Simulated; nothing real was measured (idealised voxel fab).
The following process module bears the name voxel wiring stack.
Cross-section cut spans 160 nm and uses square cells 5 nm in size.
Just so we're on the same page, the cross-sections are grids of square cells, and they're listed out in bands top to bottom, each band one or more rows deep.
Within each band entry, the heights of the top and of the bottom of the band appear first, in that order and in nm; the materials of the band then follow from left to right, each with its corresponding width in nm. The designation "all across" on a single material indicates that it fills the band from edge to edge; the designation "air" indicates empty space.
Heights from 0 (as-received wafer is one material below). Bottom band endless downward, as "top 0, no bottom".
So if you see something like "30->40" for the width, read it as the top row of the band sitting at the first number and the bottom row at the second, with every row in between moving by the same amount as the last.
Where a step carries "no alteration", the cross-section came out of it unchanged, cell for cell.
In "Closed void roster" the enclosed voids are listed, meaning empty spaces of 8 cells or larger without any opening to the top. The form is width x height at distance, distance from the left edge, units nm.
On a step's line, text after the settings is the simulator commenting on that step.
The line of a step may include "overlay nm". On a step with a mask, this value is how far to the right of its planned place the mask lay. A negative value means the mask lay to the left.

Listed below are the process steps as planned
step 1: RECEIVE, material Si
step 2: CONFORMAL_DEP, material SiO2, thk nm 10
step 3: DIRECTIONAL_DEP, material TiN, thk nm 5
step 4: DIRECTIONAL_DEP, material W, thk nm 15
step 5: PATTERN, tone cover, mask id METAL_1, material resist, width nm 20, pitch nm 35, thk nm 15, overlay nm 0
step 6: DIRECTIONAL_ETCH, etch materials W, depth nm 15
step 7: DIRECTIONAL_ETCH, etch materials TiN, depth nm 5
step 8: STRIP, etch materials resist
step 9: CONFORMAL_DEP, material SiCN, thk nm 5
step 10: FILL_DEP, material lowk, thk nm 5
step 11: CMP, height nm 30
step 12: CONFORMAL_DEP, material SiCN, thk nm 5
step 13: DIRECTIONAL_DEP, material lowk, thk nm 35
step 14: DIRECTIONAL_DEP, material aC, thk nm 10
step 15: PATTERN, tone open, mask id METAL_2, material resist, width nm 20, pitch nm 35, thk nm 30, overlay nm 0
step 16: DIRECTIONAL_ETCH, etch materials aC, depth nm 10
step 17: STRIP, etch materials resist
step 18: DIRECTIONAL_ETCH, etch materials lowk, depth nm 20
step 19: STRIP, etch materials aC
step 20: DIRECTIONAL_DEP, material aC, thk nm 10
step 21: PATTERN, tone open, mask id METAL_2_HOLES, material resist, width nm 15, thk nm 30, overlay nm 0
step 22: DIRECTIONAL_ETCH, etch materials aC, depth nm 10
step 23: STRIP, etch materials resist
step 24: DIRECTIONAL_ETCH, etch materials lowk, depth nm 15
step 25: DIRECTIONAL_ETCH, etch materials SiCN, depth nm 5
step 26: STRIP, etch materials aC
step 27: CONFORMAL_DEP, material TiN, thk nm 5
step 28: FILL_DEP, material Cu, thk nm 10
step 29: CMP, height nm 70
step 30: CONFORMAL_DEP, material SiCN, thk nm 5
step 31: DIRECTIONAL_DEP, material SiO2, thk nm 25
step 32: DIRECTIONAL_DEP, material aC, thk nm 10
step 33: PATTERN, tone open, mask id METAL_3_HOLES, material resist, width nm 15, pitch nm 35, thk nm 30, overlay nm 0
step 34: DIRECTIONAL_ETCH, etch materials aC, depth nm 10
step 35: STRIP, etch materials resist
step 36: DIRECTIONAL_ETCH, etch materials SiO2, depth nm 25
step 37: STRIP, etch materials aC
step 38: PATTERN, tone open, mask id METAL_3, material resist, width nm 20, pitch nm 35, thk nm 15, overlay nm 0
step 39: DIRECTIONAL_ETCH, etch materials SiO2, depth nm 15
step 40: DIRECTIONAL_ETCH, etch materials SiCN, depth nm 5
step 41: STRIP, etch materials resist
step 42: CONFORMAL_DEP, material TiN, thk nm 5
step 43: FILL_DEP, material Ru, thk nm 5
step 44: CMP, height nm 100
step 45: CONFORMAL_DEP, material SiCN, thk nm 5

Account of the first of two wafers, which was processed as intended

Shown in cross-section is the wafer as received, that is, as it stands after step 1
    top 0, no bottom  Si all across
    Closed void roster: none

Sectional view: wafer, after step 2
    top 10, bottom 0  SiO2 all across
    Below 0, no change.

Sectional view: wafer, after step 3
    top 15, bottom 10  TiN all across
    Below 10, no change.

Sectional view: wafer, after step 4
    top 30, bottom 15  W all across
    Below 15, no change.

Sectional view: wafer, after step 5
    top 45, bottom 30  air 50, then resist 20, then air 15, then resist 20, then air 55
    Below 30, no change.

Sectional view: wafer, after step 6
    top 45, bottom 30  air 50, then resist 20, then air 15, then resist 20, then air 55
    top 30, bottom 15  air 50, then W 20, then air 15, then W 20, then air 55
    Below 15, no change.

Sectional view: wafer, after step 7
    top 45, bottom 30  air 50, then resist 20, then air 15, then resist 20, then air 55
    top 30, bottom 15  air 50, then W 20, then air 15, then W 20, then air 55
    top 15, bottom 10  air 50, then TiN 20, then air 15, then TiN 20, then air 55
    Below 10, no change.

Sectional view: wafer, after step 8
    top 30, bottom 15  air 50, then W 20, then air 15, then W 20, then air 55
    Below 15, no change.

Sectional view: wafer, after step 9
    top 35, bottom 30  air 45, then SiCN 30, then air 5, then SiCN 30, then air 50
    top 30, bottom 15  air 45, then SiCN 5, then W 20, then SiCN 5, then air 5, then SiCN 5, then W 20, then SiCN 5, then air 50
    top 15, bottom 10  SiCN 50, then TiN 20, then SiCN 15, then TiN 20, then SiCN 55
    Below 10, no change.

Sectional view: wafer, after step 10
    top 40, bottom 35  lowk all across
    top 35, bottom 30  lowk 45, then SiCN 30, then lowk 5, then SiCN 30, then lowk 50
    top 30, bottom 15  lowk 45, then SiCN 5, then W 20, then SiCN 5, then lowk 5, then SiCN 5, then W 20, then SiCN 5, then lowk 50
    Below 15, no change.

Sectional view: wafer, after step 11
    top 30, bottom 15  lowk 45, then SiCN 5, then W 20, then SiCN 5, then lowk 5, then SiCN 5, then W 20, then SiCN 5, then lowk 50
    Below 15, no change.

Sectional view: wafer, after step 12
    top 35, bottom 30  SiCN all across
    Below 30, no change.

Sectional view: wafer, after step 13
    top 70, bottom 35  lowk all across
    Below 35, no change.

Sectional view: wafer, after step 14
    top 80, bottom 70  aC all across
    Below 70, no change.

Sectional view: wafer, after step 15
    top 110, bottom 80  resist 50, then air 20, then resist 15, then air 20, then resist 55
    Below 80, no change.

Sectional view: wafer, after step 16
    top 100, bottom 80  resist 50, then air 20, then resist 15, then air 20, then resist 55
    top 80, bottom 70  aC 50, then air 20, then aC 15, then air 20, then aC 55
    Below 70, no change.

Sectional view: wafer, after step 17
    top 80, bottom 70  aC 50, then air 20, then aC 15, then air 20, then aC 55
    Below 70, no change.

Sectional view: wafer, after step 18
    top 80, bottom 70  aC 50, then air 20, then aC 15, then air 20, then aC 55
    top 70, bottom 50  lowk 50, then air 20, then lowk 15, then air 20, then lowk 55
    Below 50, no change.

Sectional view: wafer, after step 19
    top 70, bottom 50  lowk 50, then air 20, then lowk 15, then air 20, then lowk 55
    Below 50, no change.

Sectional view: wafer, after step 20
    top 80, bottom 70  aC 50, then air 20, then aC 15, then air 20, then aC 55
    top 70, bottom 60  lowk 50, then air 20, then lowk 15, then air 20, then lowk 55
    top 60, bottom 50  lowk 50, then aC 20, then lowk 15, then aC 20, then lowk 55
    Below 50, no change.

Sectional view: wafer, after step 21
    top 110, bottom 80  resist 50, then air 15, then resist 95
    top 80, bottom 70  aC 50, then air 15, then resist 5, then aC 15, then resist 20, then aC 55
    top 70, bottom 60  lowk 50, then air 15, then resist 5, then lowk 15, then resist 20, then lowk 55
    Below 60, no change.

Sectional view: wafer, after step 22
    top 100, bottom 80  resist 50, then air 15, then resist 95
    top 80, bottom 70  aC 50, then air 15, then resist 5, then aC 15, then resist 20, then aC 55
    top 70, bottom 60  lowk 50, then air 15, then resist 5, then lowk 15, then resist 20, then lowk 55
    top 60, bottom 50  lowk 50, then air 15, then aC 5, then lowk 15, then aC 20, then lowk 55
    Below 50, no change.

Sectional view: wafer, after step 23
    top 80, bottom 70  aC 50, then air 20, then aC 15, then air 20, then aC 55
    top 70, bottom 60  lowk 50, then air 20, then lowk 15, then air 20, then lowk 55
    Below 60, no change.

Sectional view: wafer, after step 24
    top 80, bottom 70  aC 50, then air 20, then aC 15, then air 20, then aC 55
    top 70, bottom 60  lowk 50, then air 20, then lowk 15, then air 20, then lowk 55
    top 60, bottom 50  lowk 50, then air 15, then aC 5, then lowk 15, then aC 20, then lowk 55
    top 50, bottom 35  lowk 50, then air 15, then lowk 95
    Below 35, no change.

Sectional view: wafer, after step 25
    top 80, bottom 70  aC 50, then air 20, then aC 15, then air 20, then aC 55
    top 70, bottom 60  lowk 50, then air 20, then lowk 15, then air 20, then lowk 55
    top 60, bottom 50  lowk 50, then air 15, then aC 5, then lowk 15, then aC 20, then lowk 55
    top 50, bottom 35  lowk 50, then air 15, then lowk 95
    top 35, bottom 30  SiCN 50, then air 15, then SiCN 95
    Below 30, no change.

Sectional view: wafer, after step 26
    top 70, bottom 50  lowk 50, then air 20, then lowk 15, then air 20, then lowk 55
    Below 50, no change.

Sectional view: wafer, after step 27
    top 75, bottom 70  TiN 55, then air 10, then TiN 25, then air 10, then TiN 60
    top 70, bottom 55  lowk 50, then TiN 5, then air 10, then TiN 5, then lowk 15, then TiN 5, then air 10, then TiN 5, then lowk 55
    top 55, bottom 50  lowk 50, then TiN 5, then air 5, then TiN 10, then lowk 15, then TiN 20, then lowk 55
    top 50, bottom 35  lowk 50, then TiN 5, then air 5, then TiN 5, then lowk 95
    top 35, bottom 30  SiCN 50, then TiN 15, then SiCN 95
    Below 30, no change.

Sectional view: wafer, after step 28
    top 85, bottom 75  Cu all across
    top 75, bottom 70  TiN 55, then Cu 10, then TiN 25, then Cu 10, then TiN 60
    top 70, bottom 55  lowk 50, then TiN 5, then Cu 10, then TiN 5, then lowk 15, then TiN 5, then Cu 10, then TiN 5, then lowk 55
    top 55, bottom 50  lowk 50, then TiN 5, then Cu 5, then TiN 10, then lowk 15, then TiN 20, then lowk 55
    top 50, bottom 35  lowk 50, then TiN 5, then Cu 5, then TiN 5, then lowk 95
    Below 35, no change.

Sectional view: wafer, after step 29
    top 70, bottom 55  lowk 50, then TiN 5, then Cu 10, then TiN 5, then lowk 15, then TiN 5, then Cu 10, then TiN 5, then lowk 55
    Below 55, no change.

Sectional view: wafer, after step 30
    top 75, bottom 70  SiCN all across
    Below 70, no change.

Sectional view: wafer, after step 31
    top 100, bottom 75  SiO2 all across
    Below 75, no change.

Sectional view: wafer, after step 32
    top 110, bottom 100  aC all across
    Below 100, no change.

Sectional view: wafer, after step 33
    top 140, bottom 110  resist 50, then air 15, then resist 20, then air 15, then resist 60
    Below 110, no change.

Sectional view: wafer, after step 34
    top 130, bottom 110  resist 50, then air 15, then resist 20, then air 15, then resist 60
    top 110, bottom 100  aC 50, then air 15, then aC 20, then air 15, then aC 60
    Below 100, no change.

Sectional view: wafer, after step 35
    top 110, bottom 100  aC 50, then air 15, then aC 20, then air 15, then aC 60
    Below 100, no change.

Sectional view: wafer, after step 36
    top 110, bottom 100  aC 50, then air 15, then aC 20, then air 15, then aC 60
    top 100, bottom 75  SiO2 50, then air 15, then SiO2 20, then air 15, then SiO2 60
    Below 75, no change.

Sectional view: wafer, after step 37
    top 100, bottom 75  SiO2 50, then air 15, then SiO2 20, then air 15, then SiO2 60
    Below 75, no change.

Sectional view: wafer, after step 38
    top 115, bottom 100  resist 50, then air 20, then resist 15, then air 20, then resist 55
    Below 100, no change.

Sectional view: wafer, after step 39
    top 115, bottom 100  resist 50, then air 20, then resist 15, then air 20, then resist 55
    top 100, bottom 85  SiO2 50, then air 20, then SiO2 15, then air 20, then SiO2 55
    Below 85, no change.

Sectional view: wafer, after step 40
    top 115, bottom 100  resist 50, then air 20, then resist 15, then air 20, then resist 55
    top 100, bottom 85  SiO2 50, then air 20, then SiO2 15, then air 20, then SiO2 55
    top 85, bottom 75  SiO2 50, then air 15, then SiO2 20, then air 15, then SiO2 60
    top 75, bottom 70  SiCN 50, then air 15, then SiCN 20, then air 15, then SiCN 60
    Below 70, no change.

Sectional view: wafer, after step 41
    top 100, bottom 85  SiO2 50, then air 20, then SiO2 15, then air 20, then SiO2 55
    Below 85, no change.

Sectional view: wafer, after step 42
    top 105, bottom 100  TiN 55, then air 10, then TiN 25, then air 10, then TiN 60
    top 100, bottom 90  SiO2 50, then TiN 5, then air 10, then TiN 5, then SiO2 15, then TiN 5, then air 10, then TiN 5, then SiO2 55
    top 90, bottom 85  SiO2 50, then TiN 5, then air 5, then TiN 10, then SiO2 15, then TiN 5, then air 5, then TiN 10, then SiO2 55
    top 85, bottom 75  SiO2 50, then TiN 5, then air 5, then TiN 5, then SiO2 20, then TiN 5, then air 5, then TiN 5, then SiO2 60
    top 75, bottom 70  SiCN 50, then TiN 15, then SiCN 20, then TiN 15, then SiCN 60
    Below 70, no change.

Sectional view: wafer, after step 43
    top 110, bottom 105  Ru all across
    top 105, bottom 100  TiN 55, then Ru 10, then TiN 25, then Ru 10, then TiN 60
    top 100, bottom 90  SiO2 50, then TiN 5, then Ru 10, then TiN 5, then SiO2 15, then TiN 5, then Ru 10, then TiN 5, then SiO2 55
    top 90, bottom 85  SiO2 50, then TiN 5, then Ru 5, then TiN 10, then SiO2 15, then TiN 5, then Ru 5, then TiN 10, then SiO2 55
    top 85, bottom 75  SiO2 50, then TiN 5, then Ru 5, then TiN 5, then SiO2 20, then TiN 5, then Ru 5, then TiN 5, then SiO2 60
    Below 75, no change.

Sectional view: wafer, after step 44
    top 100, bottom 90  SiO2 50, then TiN 5, then Ru 10, then TiN 5, then SiO2 15, then TiN 5, then Ru 10, then TiN 5, then SiO2 55
    Below 90, no change.

Sectional view: wafer, after step 45
    top 105, bottom 100  SiCN all across
    Below 100, no change.

Second wafer - shared start and plan with the first - one error in running - same as the first up to step 2 inclusive

Here is the second wafer in cross-section at the point where step 3 of the plan should have been done
    top 25, bottom 10  W all across
    Below 10, no change.

Here is the second wafer in cross-section at the point where step 4 of the plan should have been done
    top 30, bottom 25  TiN all across
    Below 25, no change.

Here is the second wafer in cross-section at the point where step 5 of the plan should have been done
    top 45, bottom 30  air 50, then resist 20, then air 15, then resist 20, then air 55
    Below 30, no change.

Here is the second wafer in cross-section at the point where step 6 of the plan should have been done: no alteration

Here is the second wafer in cross-section at the point where step 7 of the plan should have been done
    top 45, bottom 30  air 50, then resist 20, then air 15, then resist 20, then air 55
    top 30, bottom 25  air 50, then TiN 20, then air 15, then TiN 20, then air 55
    Below 25, no change.

Here is the second wafer in cross-section at the point where step 8 of the plan should have been done
    top 30, bottom 25  air 50, then TiN 20, then air 15, then TiN 20, then air 55
    Below 25, no change.

Here is the second wafer in cross-section at the point where step 9 of the plan should have been done
    top 35, bottom 30  air 45, then SiCN 30, then air 5, then SiCN 30, then air 50
    top 30, bottom 25  SiCN 50, then TiN 20, then SiCN 15, then TiN 20, then SiCN 55
    Below 25, no change.

Here is the second wafer in cross-section at the point where step 10 of the plan should have been done
    top 40, bottom 35  lowk all across
    top 35, bottom 30  lowk 45, then SiCN 30, then lowk 5, then SiCN 30, then lowk 50
    Below 30, no change.

Here is the second wafer in cross-section at the point where step 11 of the plan should have been done
    top 30, bottom 25  SiCN 50, then TiN 20, then SiCN 15, then TiN 20, then SiCN 55
    Below 25, no change.

Here is the second wafer in cross-section at the point where step 12 of the plan should have been done
    top 35, bottom 30  SiCN all across
    Below 30, no change.

Here is the second wafer in cross-section at the point where step 13 of the plan should have been done
    top 70, bottom 35  lowk all across
    Below 35, no change.

Here is the second wafer in cross-section at the point where step 14 of the plan should have been done
    top 80, bottom 70  aC all across
    Below 70, no change.

Here is the second wafer in cross-section at the point where step 15 of the plan should have been done
    top 110, bottom 80  resist 50, then air 20, then resist 15, then air 20, then resist 55
    Below 80, no change.

Here is the second wafer in cross-section at the point where step 16 of the plan should have been done
    top 100, bottom 80  resist 50, then air 20, then resist 15, then air 20, then resist 55
    top 80, bottom 70  aC 50, then air 20, then aC 15, then air 20, then aC 55
    Below 70, no change.

Here is the second wafer in cross-section at the point where step 17 of the plan should have been done
    top 80, bottom 70  aC 50, then air 20, then aC 15, then air 20, then aC 55
    Below 70, no change.

Here is the second wafer in cross-section at the point where step 18 of the plan should have been done
    top 80, bottom 70  aC 50, then air 20, then aC 15, then air 20, then aC 55
    top 70, bottom 50  lowk 50, then air 20, then lowk 15, then air 20, then lowk 55
    Below 50, no change.

Here is the second wafer in cross-section at the point where step 19 of the plan should have been done
    top 70, bottom 50  lowk 50, then air 20, then lowk 15, then air 20, then lowk 55
    Below 50, no change.

Here is the second wafer in cross-section at the point where step 20 of the plan should have been done
    top 80, bottom 70  aC 50, then air 20, then aC 15, then air 20, then aC 55
    top 70, bottom 60  lowk 50, then air 20, then lowk 15, then air 20, then lowk 55
    top 60, bottom 50  lowk 50, then aC 20, then lowk 15, then aC 20, then lowk 55
    Below 50, no change.

Here is the second wafer in cross-section at the point where step 21 of the plan should have been done
    top 110, bottom 80  resist 50, then air 15, then resist 95
    top 80, bottom 70  aC 50, then air 15, then resist 5, then aC 15, then resist 20, then aC 55
    top 70, bottom 60  lowk 50, then air 15, then resist 5, then lowk 15, then resist 20, then lowk 55
    Below 60, no change.

Here is the second wafer in cross-section at the point where step 22 of the plan should have been done
    top 100, bottom 80  resist 50, then air 15, then resist 95
    top 80, bottom 70  aC 50, then air 15, then resist 5, then aC 15, then resist 20, then aC 55
    top 70, bottom 60  lowk 50, then air 15, then resist 5, then lowk 15, then resist 20, then lowk 55
    top 60, bottom 50  lowk 50, then air 15, then aC 5, then lowk 15, then aC 20, then lowk 55
    Below 50, no change.

Here is the second wafer in cross-section at the point where step 23 of the plan should have been done
    top 80, bottom 70  aC 50, then air 20, then aC 15, then air 20, then aC 55
    top 70, bottom 60  lowk 50, then air 20, then lowk 15, then air 20, then lowk 55
    Below 60, no change.

Here is the second wafer in cross-section at the point where step 24 of the plan should have been done
    top 80, bottom 70  aC 50, then air 20, then aC 15, then air 20, then aC 55
    top 70, bottom 60  lowk 50, then air 20, then lowk 15, then air 20, then lowk 55
    top 60, bottom 50  lowk 50, then air 15, then aC 5, then lowk 15, then aC 20, then lowk 55
    top 50, bottom 35  lowk 50, then air 15, then lowk 95
    Below 35, no change.

Here is the second wafer in cross-section at the point where step 25 of the plan should have been done
    top 80, bottom 70  aC 50, then air 20, then aC 15, then air 20, then aC 55
    top 70, bottom 60  lowk 50, then air 20, then lowk 15, then air 20, then lowk 55
    top 60, bottom 50  lowk 50, then air 15, then aC 5, then lowk 15, then aC 20, then lowk 55
    top 50, bottom 35  lowk 50, then air 15, then lowk 95
    top 35, bottom 30  SiCN 50, then air 15, then SiCN 95
    Below 30, no change.

Here is the second wafer in cross-section at the point where step 26 of the plan should have been done
    top 70, bottom 50  lowk 50, then air 20, then lowk 15, then air 20, then lowk 55
    Below 50, no change.

Here is the second wafer in cross-section at the point where step 27 of the plan should have been done
    top 75, bottom 70  TiN 55, then air 10, then TiN 25, then air 10, then TiN 60
    top 70, bottom 55  lowk 50, then TiN 5, then air 10, then TiN 5, then lowk 15, then TiN 5, then air 10, then TiN 5, then lowk 55
    top 55, bottom 50  lowk 50, then TiN 5, then air 5, then TiN 10, then lowk 15, then TiN 20, then lowk 55
    top 50, bottom 35  lowk 50, then TiN 5, then air 5, then TiN 5, then lowk 95
    top 35, bottom 30  SiCN 50, then TiN 15, then SiCN 95
    Below 30, no change.

Here is the second wafer in cross-section at the point where step 28 of the plan should have been done
    top 85, bottom 75  Cu all across
    top 75, bottom 70  TiN 55, then Cu 10, then TiN 25, then Cu 10, then TiN 60
    top 70, bottom 55  lowk 50, then TiN 5, then Cu 10, then TiN 5, then lowk 15, then TiN 5, then Cu 10, then TiN 5, then lowk 55
    top 55, bottom 50  lowk 50, then TiN 5, then Cu 5, then TiN 10, then lowk 15, then TiN 20, then lowk 55
    top 50, bottom 35  lowk 50, then TiN 5, then Cu 5, then TiN 5, then lowk 95
    Below 35, no change.

Here is the second wafer in cross-section at the point where step 29 of the plan should have been done
    top 70, bottom 55  lowk 50, then TiN 5, then Cu 10, then TiN 5, then lowk 15, then TiN 5, then Cu 10, then TiN 5, then lowk 55
    Below 55, no change.

Here is the second wafer in cross-section at the point where step 30 of the plan should have been done
    top 75, bottom 70  SiCN all across
    Below 70, no change.

Here is the second wafer in cross-section at the point where step 31 of the plan should have been done
    top 100, bottom 75  SiO2 all across
    Below 75, no change.

Here is the second wafer in cross-section at the point where step 32 of the plan should have been done
    top 110, bottom 100  aC all across
    Below 100, no change.

Here is the second wafer in cross-section at the point where step 33 of the plan should have been done
    top 140, bottom 110  resist 50, then air 15, then resist 20, then air 15, then resist 60
    Below 110, no change.

Here is the second wafer in cross-section at the point where step 34 of the plan should have been done
    top 130, bottom 110  resist 50, then air 15, then resist 20, then air 15, then resist 60
    top 110, bottom 100  aC 50, then air 15, then aC 20, then air 15, then aC 60
    Below 100, no change.

Here is the second wafer in cross-section at the point where step 35 of the plan should have been done
    top 110, bottom 100  aC 50, then air 15, then aC 20, then air 15, then aC 60
    Below 100, no change.

Here is the second wafer in cross-section at the point where step 36 of the plan should have been done
    top 110, bottom 100  aC 50, then air 15, then aC 20, then air 15, then aC 60
    top 100, bottom 75  SiO2 50, then air 15, then SiO2 20, then air 15, then SiO2 60
    Below 75, no change.

Here is the second wafer in cross-section at the point where step 37 of the plan should have been done
    top 100, bottom 75  SiO2 50, then air 15, then SiO2 20, then air 15, then SiO2 60
    Below 75, no change.

Here is the second wafer in cross-section at the point where step 38 of the plan should have been done
    top 115, bottom 100  resist 50, then air 20, then resist 15, then air 20, then resist 55
    Below 100, no change.

Here is the second wafer in cross-section at the point where step 39 of the plan should have been done
    top 115, bottom 100  resist 50, then air 20, then resist 15, then air 20, then resist 55
    top 100, bottom 85  SiO2 50, then air 20, then SiO2 15, then air 20, then SiO2 55
    Below 85, no change.

Here is the second wafer in cross-section at the point where step 40 of the plan should have been done
    top 115, bottom 100  resist 50, then air 20, then resist 15, then air 20, then resist 55
    top 100, bottom 85  SiO2 50, then air 20, then SiO2 15, then air 20, then SiO2 55
    top 85, bottom 75  SiO2 50, then air 15, then SiO2 20, then air 15, then SiO2 60
    top 75, bottom 70  SiCN 50, then air 15, then SiCN 20, then air 15, then SiCN 60
    Below 70, no change.

Here is the second wafer in cross-section at the point where step 41 of the plan should have been done
    top 100, bottom 85  SiO2 50, then air 20, then SiO2 15, then air 20, then SiO2 55
    Below 85, no change.

Here is the second wafer in cross-section at the point where step 42 of the plan should have been done
    top 105, bottom 100  TiN 55, then air 10, then TiN 25, then air 10, then TiN 60
    top 100, bottom 90  SiO2 50, then TiN 5, then air 10, then TiN 5, then SiO2 15, then TiN 5, then air 10, then TiN 5, then SiO2 55
    top 90, bottom 85  SiO2 50, then TiN 5, then air 5, then TiN 10, then SiO2 15, then TiN 5, then air 5, then TiN 10, then SiO2 55
    top 85, bottom 75  SiO2 50, then TiN 5, then air 5, then TiN 5, then SiO2 20, then TiN 5, then air 5, then TiN 5, then SiO2 60
    top 75, bottom 70  SiCN 50, then TiN 15, then SiCN 20, then TiN 15, then SiCN 60
    Below 70, no change.

Here is the second wafer in cross-section at the point where step 43 of the plan should have been done
    top 110, bottom 105  Ru all across
    top 105, bottom 100  TiN 55, then Ru 10, then TiN 25, then Ru 10, then TiN 60
    top 100, bottom 90  SiO2 50, then TiN 5, then Ru 10, then TiN 5, then SiO2 15, then TiN 5, then Ru 10, then TiN 5, then SiO2 55
    top 90, bottom 85  SiO2 50, then TiN 5, then Ru 5, then TiN 10, then SiO2 15, then TiN 5, then Ru 5, then TiN 10, then SiO2 55
    top 85, bottom 75  SiO2 50, then TiN 5, then Ru 5, then TiN 5, then SiO2 20, then TiN 5, then Ru 5, then TiN 5, then SiO2 60
    Below 75, no change.

Here is the second wafer in cross-section at the point where step 44 of the plan should have been done
    top 100, bottom 90  SiO2 50, then TiN 5, then Ru 10, then TiN 5, then SiO2 15, then TiN 5, then Ru 10, then TiN 5, then SiO2 55
    Below 90, no change.

Here is the second wafer in cross-section at the point where step 45 of the plan should have been done
    top 105, bottom 100  SiCN all across
    Below 100, no change.
Error vs. plan: step 3 ran in the slot meant for step 4, and vice versa
Cell-count delta at end, second wafer over first, by material: SiCN -12, W +72, lowk -60
